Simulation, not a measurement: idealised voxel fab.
The process module that follows is named voxel air gaps.
Xsec cut, 240 nm wide, square cell size 5 nm.
For the purposes of this document, a cross-section shall be understood as a grid of square cells, specified as bands listed in top-to-bottom order, each band consisting of one or more rows of cells. Band: top height; bottom height; in nm. Then, left to right: material with width in nm, for each material. "everywhere": a single material spanning edge to edge. "blank": empty space. Where do heights start? At 0: under that level the wafer as delivered is made of one material only. And the lowest band has no floor; it just carries on downward, as in "0 -> down". Width "30 to 40": first value at the band's top row of cells, second value at its bottom row, equal change from row to row. "nothing different" -> step changed no cross-section cell. Empty spaces counting at least 8 cells and having no open way to the top are listed in "Sealed void listing". The notation width x height at distance is used for each, the distance being from the left edge and all three values in nm. after a step's settings: what the simulator itself notes on the step. "overlay nm" answers the question of how far to the right of plan the mask lay on a step that has a mask, and when it is negative the answer is to the left.

Listed below are the process steps as planned:
| 1 | RECEIVE (material Si) |
| 2 | CONFORMAL_DEP (material SiO2; thk nm 15) |
| 3 | CONFORMAL_DEP (material SiCN; thk nm 5) |
| 4 | DIRECTIONAL_DEP (material SiO2; thk nm 30) |
| 5 | PATTERN (tone open; mask id LINES; material resist; width nm 20; pitch nm 45; thk nm 20; overlay nm 0) |
| 6 | DIRECTIONAL_ETCH (etch materials SiO2; depth nm 30) |
| 7 | STRIP (etch materials resist) |
| 8 | CONFORMAL_DEP (material TiN; thk nm 5) |
| 9 | FILL_DEP (material W; thk nm 10) |
| 10 | CMP (height nm 40) |
| 11 | EPI (material Ru; thk nm 10) |
| 12 | SELECTIVE_ETCH (etch materials SiO2; depth nm 40) |
| 13 | CONFORMAL_DEP (material SiCN; thk nm 5) |
Among the wafers covered here, the point of difference is the height nm at step 10; their starting state is shared, and the plan presents the value of the first wafer.

As received, i.e. after step 1: cross-section through the first of several wafers:
  0 -> down  Si everywhere
  Sealed void listing: none

Rows = wafers. At module end, each row lists per material the cells gained (+) or lost (-) since the wafer was received, then the closed voids:
height nm 40, +64 Ru, +164 SiCN, +144 SiO2, +40 TiN, +24 W, Sealed void listing: none
height nm 45, +64 Ru, +172 SiCN, +144 SiO2, +48 TiN, +32 W, Sealed void listing: 15 x 15 at 65; 15 x 15 at 110; 15 x 15 at 155
height nm 50, +64 Ru, +180 SiCN, +144 SiO2, +56 TiN, +40 W, Sealed void listing: 15 x 20 at 65; 15 x 20 at 110; 15 x 20 at 155
height nm 55, +96 Ru, +96 SiCN, +336 SiO2, +96 TiN, +48 W, Sealed void listing: none
height nm 60, +96 Ru, +96 SiCN, +336 SiO2, +96 TiN, +96 W, Sealed void listing: none
height nm 65, +96 Ru, +96 SiCN, +336 SiO2, +96 TiN, +144 W, Sealed void listing: none
